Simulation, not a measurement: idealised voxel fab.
The process module that follows is named voxel capacitor over wiring.
FYI the section here is cut, 220 nm wide, cells are 5 nm squares.
This document writes a cross-section as a grid whose cells are square, and gives it as bands, listed from the top down; one or more rows of cells form a band. Each band's line starts with the height of the band's top and of its bottom, in nm. Then come its materials from left to right, each with its width in nm. One material with "everywhere" fills the band from edge to edge. "air" is empty space. It should be noted that heights are counted from 0, beneath which the wafer as supplied is of one material throughout, and that the lowest band possesses no lower boundary but continues downward, as written in "z 0 and below". With a width like "30 to 40", each row of cells in the band differs from the next by the same amount, the top row carrying the first number and the bottom row the second. "left unchanged" after a step means that no cell of the cross-section changed. So "Closed cavities" is basically the list of trapped voids: any empty space of 8 cells or more that can't reach the top through an opening. They're written width x height at distance, the distance being from the left edge, and it's all nm. On each step's line, the part that comes after the settings is the simulator's own comment on the step. A step line may carry the setting "overlay nm", which, for steps involving a mask, states the distance by which the mask lay to the right of its intended position; negative values denote displacement to the left.

### Below is the list of planned process steps
1) RECEIVE with material Si
2) CONFORMAL_DEP with material SiO2, thk nm 15
3) DIRECTIONAL_DEP with material TiN, thk nm 5
4) DIRECTIONAL_DEP with material W, thk nm 15
5) DIRECTIONAL_DEP with material aC, thk nm 15
6) PATTERN with tone cover, mask id METAL_1, material resist, width nm 30, pitch nm 90, thk nm 30, overlay nm 0
7) DIRECTIONAL_ETCH with etch materials aC, depth nm 15
8) STRIP with etch materials resist
9) DIRECTIONAL_ETCH with etch materials W, depth nm 15
10) DIRECTIONAL_ETCH with etch materials TiN, depth nm 5
11) STRIP with etch materials aC
12) CONFORMAL_DEP with material SiN, thk nm 5
13) FILL_DEP with material SiO2, thk nm 5
14) CMP with height nm 35
15) CONFORMAL_DEP with material SiCN, thk nm 5
16) DIRECTIONAL_DEP with material SiO2, thk nm 15
17) PATTERN with tone open, mask id PLUG_1, material resist, width nm 15, thk nm 15, overlay nm 0
18) DIRECTIONAL_ETCH with etch materials SiO2, depth nm 15
19) DIRECTIONAL_ETCH with etch materials SiCN, depth nm 5
20) STRIP with etch materials resist
21) CONFORMAL_DEP with material TiN, thk nm 5
22) FILL_DEP with material Cu, thk nm 10
23) CMP with height nm 55
24) DIRECTIONAL_DEP with material TiN, thk nm 10
25) DIRECTIONAL_DEP with material Al2O3, thk nm 5
26) DIRECTIONAL_DEP with material TiN, thk nm 5
27) PATTERN with tone cover, mask id UPPER_PLATE, material resist, width nm 65, thk nm 15, overlay nm 0
28) DIRECTIONAL_ETCH with etch materials TiN, depth nm 5
29) DIRECTIONAL_ETCH with etch materials Al2O3, depth nm 5
30) STRIP with etch materials resist
31) DIRECTIONAL_DEP with material aC, thk nm 10
32) PATTERN with tone cover, mask id LOWER_PLATE, material resist, width nm 75, thk nm 25, overlay nm 0
33) DIRECTIONAL_ETCH with etch materials aC, depth nm 10
34) STRIP with etch materials resist
35) DIRECTIONAL_ETCH with etch materials TiN, depth nm 10
36) STRIP with etch materials aC
37) FILL_DEP with material SiO2, thk nm 20
38) CMP with height nm 90
39) MASKED_ETCH with tone open, mask id PLUG_2, width nm 15, etch materials SiO2, depth nm 15, overlay nm 0
40) CONFORMAL_DEP with material TiN, thk nm 5
41) FILL_DEP with material W, thk nm 5
42) CMP with height nm 90
43) CONFORMAL_DEP with material SiCN, thk nm 5
For this document, wafers share an identical start and vary in the step 39 width nm; the plan quotes the first wafer's value.

### After step 1, as received: first of several wafers, cross-section
> z 0 and below  Si everywhere
> Closed cavities: none

### The first of several wafers, seen in cross-section after the module's last step, step 43
> z 95 to 90  SiCN everywhere
> z 90 to 80  75 of SiO2  5 of TiN  5 of W  5 of TiN  130 of SiO2
> z 80 to 70  75 to 65 of SiO2  15 to 65 of TiN  130 to 90 of SiO2
> z 70 to 65  65 of SiO2  65 of Al2O3  90 of SiO2
> z 65 to 55  60 of SiO2  75 of TiN  85 of SiO2
> z 55 to 40  65 of SiO2  5 of TiN  5 of Cu  5 of TiN  140 of SiO2
> z 40 to 35  65 of SiCN  15 of TiN  140 of SiCN
> z 35 to 20  45 of SiO2  5 of SiN  30 of W  5 of SiN  50 of SiO2  5 of SiN  30 of W  5 of SiN  45 of SiO2
> z 20 to 15  50 of SiN  30 of TiN  60 of SiN  30 of TiN  50 of SiN
> z 15 to 0  SiO2 everywhere
> z 0 and below  Si everywhere
> Closed cavities: none

### Cross-sectional view of the final wafer of several at the module's end
> z 95 to 90  SiCN everywhere
> z 90 to 80  70 of SiO2  5 of TiN  20 of W  5 of TiN  120 of SiO2
> z 80 to 70  70 to 65 of SiO2  30 to 65 of TiN  120 to 90 of SiO2
> z 70 to 65  65 of SiO2  65 of Al2O3  90 of SiO2
> z 65 to 55  60 of SiO2  75 of TiN  85 of SiO2
> z 55 to 40  65 of SiO2  5 of TiN  5 of Cu  5 of TiN  140 of SiO2
> z 40 to 35  65 of SiCN  15 of TiN  140 of SiCN
> z 35 to 20  45 of SiO2  5 of SiN  30 of W  5 of SiN  50 of SiO2  5 of SiN  30 of W  5 of SiN  45 of SiO2
> z 20 to 15  50 of SiN  30 of TiN  60 of SiN  30 of TiN  50 of SiN
> z 15 to 0  SiO2 everywhere
> z 0 and below  Si everywhere
> Closed cavities: none

### each wafer at the end: cells of each material gained (+) or lost (-) since it was received, then its closed voids
width nm 15, +13 Al2O3, +3 Cu, +85 SiCN, +44 SiN, +582 SiO2, +71 TiN, +38 W, Closed cavities: none
width nm 20, +13 Al2O3, +3 Cu, +85 SiCN, +44 SiN, +579 SiO2, +72 TiN, +40 W, Closed cavities: none
width nm 25, +13 Al2O3, +3 Cu, +85 SiCN, +44 SiN, +576 SiO2, +73 TiN, +42 W, Closed cavities: none
width nm 30, +13 Al2O3, +3 Cu, +85 SiCN, +44 SiN, +573 SiO2, +74 TiN, +44 W, Closed cavities: none
